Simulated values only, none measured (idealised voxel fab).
Process module, titled voxel local oxidation
Cross-sectional view cut (width: 170 nm; square cell size: 5 nm).
Heads up, the way a cross-section reads in here is a grid of square cells, handed over as bands from the top down, with every band being one or more rows of cells.
This entry defines a band. It first specifies the height of the band's top and the height of its bottom in nm, and then specifies the band's materials from left to right, stating each material with its width in nm. The word "edge to edge" identifies a single material that fills the band from edge to edge, while the word "air" identifies empty space.
It should be noted that heights are counted from 0, beneath which the wafer as supplied is of one material throughout, and that the lowest band possesses no lower boundary but continues downward, as written in "0 down".
The notation "30..40" denotes a width that varies across the rows of cells in the band, beginning at the first number in the top row, finishing at the second number in the bottom row, and changing by an identical amount from each row to the next.
No cell of the cross-section changed in a step that is given as "no alteration".
Entry "Enclosed voids". Content: empty spaces with no open connection to the top, size 8 cells or greater. Each: width x height at distance. Distance: from left edge. Unit: nm.
If you see something after the settings on a step's line, that's the simulator's own remark about that step.
On any step carrying a mask, the "overlay nm" setting, if present on the step's line, tells how far right of its planned place the mask lay; negative values point to the left.

**Process steps foreseen in the plan**
1) RECEIVE, material Si
2) CONFORMAL_DEP, material SiO2, thk nm 5
3) CONFORMAL_DEP, material SiN, thk nm 15
4) PATTERN, tone cover, mask id ACTIVE, material resist, width nm 120, thk nm 15, overlay nm 0
5) DIRECTIONAL_ETCH, etch materials SiN, depth nm 15
6) STRIP, etch materials resist
7) SELECTIVE_ETCH, etch materials SiO2, depth nm 5
8) OXIDIZE, depth nm 15
9) STRIP, etch materials SiN

**So, the first of our two wafers, run just as we planned it**

**Wafer as received: cross-section following step 1**
  0 down | Si edge to edge
  Enclosed voids: none

**after step 2**
  5 to 0 | SiO2 edge to edge
  below 0: unchanged

**after step 3**
  20 to 5 | SiN edge to edge
  below 5: unchanged

**after step 4**
  35 to 20 | air (25); resist (120); air (25)
  below 20: unchanged

**after step 5**
  35 to 20 | air (25); resist (120); air (25)
  20 to 5 | air (25); SiN (120); air (25)
  below 5: unchanged

**after step 6**
  20 to 5 | air (25); SiN (120); air (25)
  below 5: unchanged

**after step 7**
  20 to 5 | air (25); SiN (120); air (25)
  5 to 0 | air (30); SiO2 (110); air (30)
  below 0: unchanged

**after step 8**
  20 to 5 | air (25); SiN (120); air (25)
  5 to 0 | air (30); SiO2 (110); air (30)
  0 to -15 | SiO2 (45); Si (80); SiO2 (45)
  below -15: unchanged

**after step 9**
  5 to 0 | air (30); SiO2 (110); air (30)
  below 0: unchanged

**Second wafer: same start and same plan as the first, one execution error; identical to the first through step 3**

**Second wafer: cross-section at the scheduled end of step 4**
  35 to 20 | air (30); resist (115); air (25)
  below 20: unchanged

**Second wafer: cross-section at the scheduled end of step 5**
  35 to 20 | air (30); resist (115); air (25)
  20 to 5 | air (30); SiN (115); air (25)
  below 5: unchanged

**Second wafer: cross-section at the scheduled end of step 6**
  20 to 5 | air (30); SiN (115); air (25)
  below 5: unchanged

**Second wafer: cross-section at the scheduled end of step 7**
  20 to 5 | air (30); SiN (115); air (25)
  5 to 0 | air (35); SiO2 (105); air (30)
  below 0: unchanged

**Second wafer: cross-section at the scheduled end of step 8**
  20 to 5 | air (30); SiN (115); air (25)
  5 to 0 | air (35); SiO2 (105); air (30)
  0 to -15 | SiO2 (50); Si (75); SiO2 (45)
  below -15: unchanged

**Second wafer: cross-section at the scheduled end of step 9**
  5 to 0 | air (35); SiO2 (105); air (30)
  below 0: unchanged
Want to know what went wrong? not per plan at step 4, really ran PATTERN, tone cover, mask id ACTIVE, material resist, width nm 115, thk nm 15, overlay nm 0
Final cells, second wafer relative to first, materials higher or lower: Si: 3 fewer, SiO2: 2 more
